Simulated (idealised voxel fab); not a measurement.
This is a process module. Its name is voxel gate over fins.
In the cross-section labelled cut, the width is 255 nm and each square cell is 5 nm.
Square cells in a grid make up a cross-section in this document, and the grid is given as bands, listed from the top down, each one or more rows of cells.
A band entry consists of two parts. The first gives the height of the band's top and the height of its bottom, in nm. The rest lists the band's materials from left to right, each with its width in nm. A single material labelled with the word "throughout" fills the band from edge to edge, and the word "blank" marks empty space.
We count height from 0. Below that, the starting wafer is all one material. The lowest band never ends at the bottom but goes on down; see "0 down" for how that is written.
Think of "30..40" as a width that walks from the first number to the second as you go down the band, top row to bottom row, taking equal-sized steps from row to row.
No cell of the cross-section changed in a step that is given as "no change occurred".
Voids not open to the top, 8 cells minimum: see "Closed empty spaces". Written width x height at distance; distance is from the left edge; nm.
Anything after a step's settings on that line? It's the simulator's own note about the step.
overlay nm: how far to the right of its planned place the mask lay on this masked step (negative: to the left).

The process steps that were planned are listed below:
- 1: RECEIVE with material Si
- 2: CONFORMAL_DEP with material SiN, thk nm 5
- 3: DIRECTIONAL_DEP with material aC, thk nm 10
- 4: PATTERN with tone cover, mask id FINS, material resist, width nm 15, pitch nm 50, thk nm 25, overlay nm 0
- 5: DIRECTIONAL_ETCH with etch materials aC, depth nm 10
- 6: STRIP with etch materials resist
- 7: DIRECTIONAL_ETCH with etch materials SiN, depth nm 5
- 8: DIRECTIONAL_ETCH with etch materials Si, depth nm 30
- 9: STRIP with etch materials aC
- 10: FILL_DEP with material SiO2, thk nm 15
- 11: CMP with height nm 5
- 12: MASKED_ETCH with tone open, mask id RAIL, width nm 15, etch materials SiO2, depth nm 30, overlay nm 0
- 13: CONFORMAL_DEP with material TiN, thk nm 5
- 14: FILL_DEP with material W, thk nm 10
- 15: CMP with height nm 5
- 16: SELECTIVE_ETCH with etch materials W Ru TiN, depth nm 25
- 17: FILL_DEP with material SiO2, thk nm 5
- 18: CMP with height nm 5
- 19: SELECTIVE_ETCH with etch materials SiO2, depth nm 15
- 20: STRIP with etch materials SiN
- 21: CONFORMAL_DEP with material HfO2, thk nm 5
- 22: CONFORMAL_DEP with material TiN, thk nm 5
- 23: CONFORMAL_DEP with material TiAl, thk nm 5
- 24: CONFORMAL_DEP with material TiN, thk nm 5
- 25: FILL_DEP with material W, thk nm 15
- 26: CMP with height nm 30
- 27: CONFORMAL_DEP with material SiN, thk nm 5

Of two wafers, the first: run according to plan:

As-received wafer cross-section (after step 1):
    0 down | Si throughout
    Closed empty spaces: none

The wafer in cross-section once step 2 is complete:
    5 to 0 | SiN throughout
    Under 0: no change, same as before.

The wafer in cross-section once step 3 is complete:
    15 to 5 | aC throughout
    Under 5: no change, same as before.

The wafer in cross-section once step 4 is complete:
    40 to 15 | 70 nm blank  15 nm resist  35 nm blank  15 nm resist  35 nm blank  15 nm resist  70 nm blank
    Under 15: no change, same as before.

The wafer in cross-section once step 5 is complete:
    30 to 15 | 70 nm blank  15 nm resist  35 nm blank  15 nm resist  35 nm blank  15 nm resist  70 nm blank
    15 to 5 | 70 nm blank  15 nm aC  35 nm blank  15 nm aC  35 nm blank  15 nm aC  70 nm blank
    Under 5: no change, same as before.

The wafer in cross-section once step 6 is complete:
    15 to 5 | 70 nm blank  15 nm aC  35 nm blank  15 nm aC  35 nm blank  15 nm aC  70 nm blank
    Under 5: no change, same as before.

The wafer in cross-section once step 7 is complete:
    15 to 5 | 70 nm blank  15 nm aC  35 nm blank  15 nm aC  35 nm blank  15 nm aC  70 nm blank
    5 to 0 | 70 nm blank  15 nm SiN  35 nm blank  15 nm SiN  35 nm blank  15 nm SiN  70 nm blank
    Under 0: no change, same as before.

The wafer in cross-section once step 8 is complete:
    15 to 5 | 70 nm blank  15 nm aC  35 nm blank  15 nm aC  35 nm blank  15 nm aC  70 nm blank
    5 to 0 | 70 nm blank  15 nm SiN  35 nm blank  15 nm SiN  35 nm blank  15 nm SiN  70 nm blank
    0 to -30 | 70 nm blank  15 nm Si  35 nm blank  15 nm Si  35 nm blank  15 nm Si  70 nm blank
    Under -30: no change, same as before.

The wafer in cross-section once step 9 is complete:
    5 to 0 | 70 nm blank  15 nm SiN  35 nm blank  15 nm SiN  35 nm blank  15 nm SiN  70 nm blank
    Under 0: no change, same as before.

The wafer in cross-section once step 10 is complete:
    20 to 5 | SiO2 throughout
    5 to 0 | 70 nm SiO2  15 nm SiN  35 nm SiO2  15 nm SiN  35 nm SiO2  15 nm SiN  70 nm SiO2
    0 to -30 | 70 nm SiO2  15 nm Si  35 nm SiO2  15 nm Si  35 nm SiO2  15 nm Si  70 nm SiO2
    Under -30: no change, same as before.

The wafer in cross-section once step 11 is complete:
    5 to 0 | 70 nm SiO2  15 nm SiN  35 nm SiO2  15 nm SiN  35 nm SiO2  15 nm SiN  70 nm SiO2
    Under 0: no change, same as before.

The wafer in cross-section once step 12 is complete:
    5 to 0 | 70 nm SiO2  15 nm SiN  10 nm SiO2  15 nm blank  10 nm SiO2  15 nm SiN  35 nm SiO2  15 nm SiN  70 nm SiO2
    0 to -25 | 70 nm SiO2  15 nm Si  10 nm SiO2  15 nm blank  10 nm SiO2  15 nm Si  35 nm SiO2  15 nm Si  70 nm SiO2
    Under -25: no change, same as before.

The wafer in cross-section once step 13 is complete:
    10 to 5 | 100 nm TiN  5 nm blank  150 nm TiN
    5 to 0 | 70 nm SiO2  15 nm SiN  10 nm SiO2  5 nm TiN  5 nm blank  5 nm TiN  10 nm SiO2  15 nm SiN  35 nm SiO2  15 nm SiN  70 nm SiO2
    0 to -20 | 70 nm SiO2  15 nm Si  10 nm SiO2  5 nm TiN  5 nm blank  5 nm TiN  10 nm SiO2  15 nm Si  35 nm SiO2  15 nm Si  70 nm SiO2
    -20 to -25 | 70 nm SiO2  15 nm Si  10 nm SiO2  15 nm TiN  10 nm SiO2  15 nm Si  35 nm SiO2  15 nm Si  70 nm SiO2
    Under -25: no change, same as before.

The wafer in cross-section once step 14 is complete:
    20 to 10 | W throughout
    10 to 5 | 100 nm TiN  5 nm W  150 nm TiN
    5 to 0 | 70 nm SiO2  15 nm SiN  10 nm SiO2  5 nm TiN  5 nm W  5 nm TiN  10 nm SiO2  15 nm SiN  35 nm SiO2  15 nm SiN  70 nm SiO2
    0 to -20 | 70 nm SiO2  15 nm Si  10 nm SiO2  5 nm TiN  5 nm W  5 nm TiN  10 nm SiO2  15 nm Si  35 nm SiO2  15 nm Si  70 nm SiO2
    Under -20: no change, same as before.

The wafer in cross-section once step 15 is complete:
    5 to 0 | 70 nm SiO2  15 nm SiN  10 nm SiO2  5 nm TiN  5 nm W  5 nm TiN  10 nm SiO2  15 nm SiN  35 nm SiO2  15 nm SiN  70 nm SiO2
    Under 0: no change, same as before.

The wafer in cross-section once step 16 is complete:
    5 to 0 | 70 nm SiO2  15 nm SiN  10 nm SiO2  15 nm blank  10 nm SiO2  15 nm SiN  35 nm SiO2  15 nm SiN  70 nm SiO2
    0 to -20 | 70 nm SiO2  15 nm Si  10 nm SiO2  15 nm blank  10 nm SiO2  15 nm Si  35 nm SiO2  15 nm Si  70 nm SiO2
    Under -20: no change, same as before.

The wafer in cross-section once step 17 is complete:
    10 to 5 | SiO2 throughout
    5 to 0 | 70 nm SiO2  15 nm SiN  35 nm SiO2  15 nm SiN  35 nm SiO2  15 nm SiN  70 nm SiO2
    0 to -20 | 70 nm SiO2  15 nm Si  35 nm SiO2  15 nm Si  35 nm SiO2  15 nm Si  70 nm SiO2
    Under -20: no change, same as before.

The wafer in cross-section once step 18 is complete:
    5 to 0 | 70 nm SiO2  15 nm SiN  35 nm SiO2  15 nm SiN  35 nm SiO2  15 nm SiN  70 nm SiO2
    Under 0: no change, same as before.

The wafer in cross-section once step 19 is complete:
    5 to 0 | 70 nm blank  15 nm SiN  35 nm blank  15 nm SiN  35 nm blank  15 nm SiN  70 nm blank
    0 to -10 | 70 nm blank  15 nm Si  35 nm blank  15 nm Si  35 nm blank  15 nm Si  70 nm blank
    Under -10: no change, same as before.

The wafer in cross-section once step 20 is complete:
    0 to -10 | 70 nm blank  15 nm Si  35 nm blank  15 nm Si  35 nm blank  15 nm Si  70 nm blank
    Under -10: no change, same as before.

The wafer in cross-section once step 21 is complete:
    5 to 0 | 65 nm blank  25 nm HfO2  25 nm blank  25 nm HfO2  25 nm blank  25 nm HfO2  65 nm blank
    0 to -5 | 65 nm blank  5 nm HfO2  15 nm Si  5 nm HfO2  25 nm blank  5 nm HfO2  15 nm Si  5 nm HfO2  25 nm blank  5 nm HfO2  15 nm Si  5 nm HfO2  65 nm blank
    -5 to -10 | 70 nm HfO2  15 nm Si  35 nm HfO2  15 nm Si  35 nm HfO2  15 nm Si  70 nm HfO2
    Under -10: no change, same as before.

The wafer in cross-section once step 22 is complete:
    10 to 5 | 60 nm blank  35 nm TiN  15 nm blank  35 nm TiN  15 nm blank  35 nm TiN  60 nm blank
    5 to 0 | 60 nm blank  5 nm TiN  25 nm HfO2  5 nm TiN  15 nm blank  5 nm TiN  25 nm HfO2  5 nm TiN  15 nm blank  5 nm TiN  25 nm HfO2  5 nm TiN  60 nm blank
    0 to -5 | 65 nm TiN  5 nm HfO2  15 nm Si  5 nm HfO2  25 nm TiN  5 nm HfO2  15 nm Si  5 nm HfO2  25 nm TiN  5 nm HfO2  15 nm Si  5 nm HfO2  65 nm TiN
    Under -5: no change, same as before.

The wafer in cross-section once step 23 is complete:
    15 to 10 | 55 nm blank  45 nm TiAl  5 nm blank  45 nm TiAl  5 nm blank  45 nm TiAl  55 nm blank
    10 to 5 | 55 nm blank  5 nm TiAl  35 nm TiN  5 nm TiAl  5 nm blank  5 nm TiAl  35 nm TiN  5 nm TiAl  5 nm blank  5 nm TiAl  35 nm TiN  5 nm TiAl  55 nm blank
    5 to 0 | 60 nm TiAl  5 nm TiN  25 nm HfO2  5 nm TiN  15 nm TiAl  5 nm TiN  25 nm HfO2  5 nm TiN  15 nm TiAl  5 nm TiN  25 nm HfO2  5 nm TiN  60 nm TiAl
    Under 0: no change, same as before.

The wafer in cross-section once step 24 is complete:
    20 to 15 | 50 nm blank  155 nm TiN  50 nm blank
    15 to 10 | 50 nm blank  5 nm TiN  45 nm TiAl  5 nm TiN  45 nm TiAl  5 nm TiN  45 nm TiAl  5 nm TiN  50 nm blank
    10 to 5 | 55 nm TiN  5 nm TiAl  35 nm TiN  5 nm TiAl  5 nm TiN  5 nm TiAl  35 nm TiN  5 nm TiAl  5 nm TiN  5 nm TiAl  35 nm TiN  5 nm TiAl  55 nm TiN
    Under 5: no change, same as before.

The wafer in cross-section once step 25 is complete:
    35 to 20 | W throughout
    20 to 15 | 50 nm W  155 nm TiN  50 nm W
    15 to 10 | 50 nm W  5 nm TiN  45 nm TiAl  5 nm TiN  45 nm TiAl  5 nm TiN  45 nm TiAl  5 nm TiN  50 nm W
    Under 10: no change, same as before.

The wafer in cross-section once step 26 is complete:
    30 to 20 | W throughout
    Under 20: no change, same as before.

The wafer in cross-section once step 27 is complete:
    35 to 30 | SiN throughout
    Under 30: no change, same as before.

Wafer two of the pair: same origin, same plan, one error during the run; identical to wafer one up to and including step 20:

Second wafer at the planned finish of step 21, seen in cross-section: no change occurred

Second wafer at the planned finish of step 22, seen in cross-section:
    5 to 0 | 65 nm blank  25 nm TiN  25 nm blank  25 nm TiN  25 nm blank  25 nm TiN  65 nm blank
    0 to -5 | 65 nm blank  5 nm TiN  15 nm Si  5 nm TiN  25 nm blank  5 nm TiN  15 nm Si  5 nm TiN  25 nm blank  5 nm TiN  15 nm Si  5 nm TiN  65 nm blank
    -5 to -10 | 70 nm TiN  15 nm Si  35 nm TiN  15 nm Si  35 nm TiN  15 nm Si  70 nm TiN
    Under -10: no change, same as before.

Second wafer at the planned finish of step 23, seen in cross-section:
    10 to 5 | 60 nm blank  35 nm TiAl  15 nm blank  35 nm TiAl  15 nm blank  35 nm TiAl  60 nm blank
    5 to 0 | 60 nm blank  5 nm TiAl  25 nm TiN  5 nm TiAl  15 nm blank  5 nm TiAl  25 nm TiN  5 nm TiAl  15 nm blank  5 nm TiAl  25 nm TiN  5 nm TiAl  60 nm blank
    0 to -5 | 65 nm TiAl  5 nm TiN  15 nm Si  5 nm TiN  25 nm TiAl  5 nm TiN  15 nm Si  5 nm TiN  25 nm TiAl  5 nm TiN  15 nm Si  5 nm TiN  65 nm TiAl
    Under -5: no change, same as before.

Second wafer at the planned finish of step 24, seen in cross-section:
    15 to 10 | 55 nm blank  45 nm TiN  5 nm blank  45 nm TiN  5 nm blank  45 nm TiN  55 nm blank
    10 to 5 | 55 nm blank  5 nm TiN  35 nm TiAl  5 nm TiN  5 nm blank  5 nm TiN  35 nm TiAl  5 nm TiN  5 nm blank  5 nm TiN  35 nm TiAl  5 nm TiN  55 nm blank
    5 to 0 | 60 nm TiN  5 nm TiAl  25 nm TiN  5 nm TiAl  15 nm TiN  5 nm TiAl  25 nm TiN  5 nm TiAl  15 nm TiN  5 nm TiAl  25 nm TiN  5 nm TiAl  60 nm TiN
    Under 0: no change, same as before.

Second wafer at the planned finish of step 25, seen in cross-section:
    30 to 15 | W throughout
    15 to 10 | 55 nm W  45 nm TiN  5 nm W  45 nm TiN  5 nm W  45 nm TiN  55 nm W
    10 to 5 | 55 nm W  5 nm TiN  35 nm TiAl  5 nm TiN  5 nm W  5 nm TiN  35 nm TiAl  5 nm TiN  5 nm W  5 nm TiN  35 nm TiAl  5 nm TiN  55 nm W
    Under 5: no change, same as before.

Second wafer at the planned finish of step 26, seen in cross-section: no change occurred

Second wafer at the planned finish of step 27, seen in cross-section:
    35 to 30 | SiN throughout
    Under 30: no change, same as before.
What went wrong in running the wafer? step 21 in the plan did not get run; it was skipped
Final comparison by cell count, materials where the second wafer has more or fewer than the first: HfO2: 63 fewer; TiN: 4 more; W: 59 more
